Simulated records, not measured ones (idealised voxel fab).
Process module, titled voxel spacer lines
The width of the displayed cross-section, cut, is 180 nm; its cells are square, with a size of 5 nm.
Square cells in a grid make up a cross-section in this document, and the grid is given as bands, listed from the top down, each one or more rows of cells.
Each band's line starts with the height of the band's top and of its bottom, in nm. Then come its materials from left to right, each with its width in nm. One material with "all across" fills the band from edge to edge. "blank" is empty space.
Heights are measured from 0, the level below which the as-received wafer is all one material; the lowest band has no bottom and continues downward, written as in "0 nm and below".
A width given as "30->40" starts at the first number in the band's top row and ends at the second number in its bottom row, shifting by an equal amount at every step from row to row.
The designation "nothing got changed", where it is given for a processing step, indicates that no cell of the cross-section was altered in the course of that step.
Heads up: "Entrapped voids" only lists the empty pockets with no open path to the top that are 8 cells or more, and it writes them as width x height at distance, distance from the left edge, in nm.
Anything after a step's settings on that line? It's the simulator's own note about the step.
A step line may carry the setting "overlay nm", which, for steps involving a mask, states the distance by which the mask lay to the right of its intended position; negative values denote displacement to the left.

List of planned process steps
- 1: RECEIVE | material Si
- 2: CONFORMAL_DEP | material Al2O3 | thk nm 5
- 3: DIRECTIONAL_DEP | material W | thk nm 10
- 4: DIRECTIONAL_DEP | material aC | thk nm 30
- 5: PATTERN | tone cover | mask id MANDREL | material resist | width nm 15 | pitch nm 50 | thk nm 35 | overlay nm 0
- 6: DIRECTIONAL_ETCH | etch materials aC | depth nm 30
- 7: STRIP | etch materials resist
- 8: CONFORMAL_DEP | material SiO2 | thk nm 10
- 9: DIRECTIONAL_ETCH | etch materials SiO2 | depth nm 10
- 10: STRIP | etch materials aC
- 11: DIRECTIONAL_ETCH | etch materials W | depth nm 10
- 12: STRIP | etch materials SiO2
- 13: FILL_DEP | material lowk | thk nm 10
- 14: CMP | height nm 15

Wafer, first of two, run as planned

Cross-section of the incoming wafer, state after step 1
  0 nm and below | Si all across
  Entrapped voids: none

Take a look at the wafer's cross-section after step 2
  5 nm to 0 nm | Al2O3 all across
  No changes below 0.

Take a look at the wafer's cross-section after step 3
  15 nm to 5 nm | W all across
  No changes below 5.

Take a look at the wafer's cross-section after step 4
  45 nm to 15 nm | aC all across
  No changes below 15.

Take a look at the wafer's cross-section after step 5
  80 nm to 45 nm | blank=30, then resist=15, then blank=35, then resist=15, then blank=35, then resist=15, then blank=35
  No changes below 45.

Take a look at the wafer's cross-section after step 6
  50 nm to 45 nm | blank=30, then resist=15, then blank=35, then resist=15, then blank=35, then resist=15, then blank=35
  45 nm to 15 nm | blank=30, then aC=15, then blank=35, then aC=15, then blank=35, then aC=15, then blank=35
  No changes below 15.

Take a look at the wafer's cross-section after step 7
  45 nm to 15 nm | blank=30, then aC=15, then blank=35, then aC=15, then blank=35, then aC=15, then blank=35
  No changes below 15.

Take a look at the wafer's cross-section after step 8
  55 nm to 45 nm | blank=20, then SiO2=35, then blank=15, then SiO2=35, then blank=15, then SiO2=35, then blank=25
  45 nm to 25 nm | blank=20, then SiO2=10, then aC=15, then SiO2=10, then blank=15, then SiO2=10, then aC=15, then SiO2=10, then blank=15, then SiO2=10, then aC=15, then SiO2=10, then blank=25
  25 nm to 15 nm | SiO2=30, then aC=15, then SiO2=35, then aC=15, then SiO2=35, then aC=15, then SiO2=35
  No changes below 15.

Take a look at the wafer's cross-section after step 9
  45 nm to 15 nm | blank=20, then SiO2=10, then aC=15, then SiO2=10, then blank=15, then SiO2=10, then aC=15, then SiO2=10, then blank=15, then SiO2=10, then aC=15, then SiO2=10, then blank=25
  No changes below 15.

Take a look at the wafer's cross-section after step 10
  45 nm to 15 nm | blank=20, then SiO2=10, then blank=15, then SiO2=10, then blank=15, then SiO2=10, then blank=15, then SiO2=10, then blank=15, then SiO2=10, then blank=15, then SiO2=10, then blank=25
  No changes below 15.

Take a look at the wafer's cross-section after step 11
  45 nm to 15 nm | blank=20, then SiO2=10, then blank=15, then SiO2=10, then blank=15, then SiO2=10, then blank=15, then SiO2=10, then blank=15, then SiO2=10, then blank=15, then SiO2=10, then blank=25
  15 nm to 5 nm | blank=20, then W=10, then blank=15, then W=10, then blank=15, then W=10, then blank=15, then W=10, then blank=15, then W=10, then blank=15, then W=10, then blank=25
  No changes below 5.

Take a look at the wafer's cross-section after step 12
  15 nm to 5 nm | blank=20, then W=10, then blank=15, then W=10, then blank=15, then W=10, then blank=15, then W=10, then blank=15, then W=10, then blank=15, then W=10, then blank=25
  No changes below 5.

Take a look at the wafer's cross-section after step 13
  25 nm to 15 nm | lowk all across
  15 nm to 5 nm | lowk=20, then W=10, then lowk=15, then W=10, then lowk=15, then W=10, then lowk=15, then W=10, then lowk=15, then W=10, then lowk=15, then W=10, then lowk=25
  No changes below 5.

Take a look at the wafer's cross-section after step 14
  15 nm to 5 nm | lowk=20, then W=10, then lowk=15, then W=10, then lowk=15, then W=10, then lowk=15, then W=10, then lowk=15, then W=10, then lowk=15, then W=10, then lowk=25
  No changes below 5.

The Second Wafer: Common Origin and Plan, One Mistake in Execution, Identical to the First Through Step 1

Second wafer cross-section, taken as of the time the plan sets for step 2 to be done
  5 nm to 0 nm | W all across
  No changes below 0.

Second wafer cross-section, taken as of the time the plan sets for step 3 to be done
  15 nm to 0 nm | W all across
  No changes below 0.

Second wafer cross-section, taken as of the time the plan sets for step 4 to be done
  45 nm to 15 nm | aC all across
  No changes below 15.

Second wafer cross-section, taken as of the time the plan sets for step 5 to be done
  80 nm to 45 nm | blank=30, then resist=15, then blank=35, then resist=15, then blank=35, then resist=15, then blank=35
  No changes below 45.

Second wafer cross-section, taken as of the time the plan sets for step 6 to be done
  50 nm to 45 nm | blank=30, then resist=15, then blank=35, then resist=15, then blank=35, then resist=15, then blank=35
  45 nm to 15 nm | blank=30, then aC=15, then blank=35, then aC=15, then blank=35, then aC=15, then blank=35
  No changes below 15.

Second wafer cross-section, taken as of the time the plan sets for step 7 to be done
  45 nm to 15 nm | blank=30, then aC=15, then blank=35, then aC=15, then blank=35, then aC=15, then blank=35
  No changes below 15.

Second wafer cross-section, taken as of the time the plan sets for step 8 to be done
  55 nm to 45 nm | blank=20, then SiO2=35, then blank=15, then SiO2=35, then blank=15, then SiO2=35, then blank=25
  45 nm to 25 nm | blank=20, then SiO2=10, then aC=15, then SiO2=10, then blank=15, then SiO2=10, then aC=15, then SiO2=10, then blank=15, then SiO2=10, then aC=15, then SiO2=10, then blank=25
  25 nm to 15 nm | SiO2=30, then aC=15, then SiO2=35, then aC=15, then SiO2=35, then aC=15, then SiO2=35
  No changes below 15.

Second wafer cross-section, taken as of the time the plan sets for step 9 to be done
  45 nm to 15 nm | blank=20, then SiO2=10, then aC=15, then SiO2=10, then blank=15, then SiO2=10, then aC=15, then SiO2=10, then blank=15, then SiO2=10, then aC=15, then SiO2=10, then blank=25
  No changes below 15.

Second wafer cross-section, taken as of the time the plan sets for step 10 to be done
  45 nm to 15 nm | blank=20, then SiO2=10, then blank=15, then SiO2=10, then blank=15, then SiO2=10, then blank=15, then SiO2=10, then blank=15, then SiO2=10, then blank=15, then SiO2=10, then blank=25
  No changes below 15.

Second wafer cross-section, taken as of the time the plan sets for step 11 to be done
  45 nm to 15 nm | blank=20, then SiO2=10, then blank=15, then SiO2=10, then blank=15, then SiO2=10, then blank=15, then SiO2=10, then blank=15, then SiO2=10, then blank=15, then SiO2=10, then blank=25
  15 nm to 5 nm | blank=20, then W=10, then blank=15, then W=10, then blank=15, then W=10, then blank=15, then W=10, then blank=15, then W=10, then blank=15, then W=10, then blank=25
  No changes below 5.

Second wafer cross-section, taken as of the time the plan sets for step 12 to be done
  15 nm to 5 nm | blank=20, then W=10, then blank=15, then W=10, then blank=15, then W=10, then blank=15, then W=10, then blank=15, then W=10, then blank=15, then W=10, then blank=25
  No changes below 5.

Second wafer cross-section, taken as of the time the plan sets for step 13 to be done
  25 nm to 15 nm | lowk all across
  15 nm to 5 nm | lowk=20, then W=10, then lowk=15, then W=10, then lowk=15, then W=10, then lowk=15, then W=10, then lowk=15, then W=10, then lowk=15, then W=10, then lowk=25
  No changes below 5.

Second wafer cross-section, taken as of the time the plan sets for step 14 to be done
  15 nm to 5 nm | lowk=20, then W=10, then lowk=15, then W=10, then lowk=15, then W=10, then lowk=15, then W=10, then lowk=15, then W=10, then lowk=15, then W=10, then lowk=25
  No changes below 5.
The plan and the run diverged here: step 2 went in with a setting other than planned; the actual run was CONFORMAL_DEP | material W | thk nm 5
End of process, cell counts, second wafer against first, materials with more or fewer: Al2O3: 36 fewer; W: 36 more
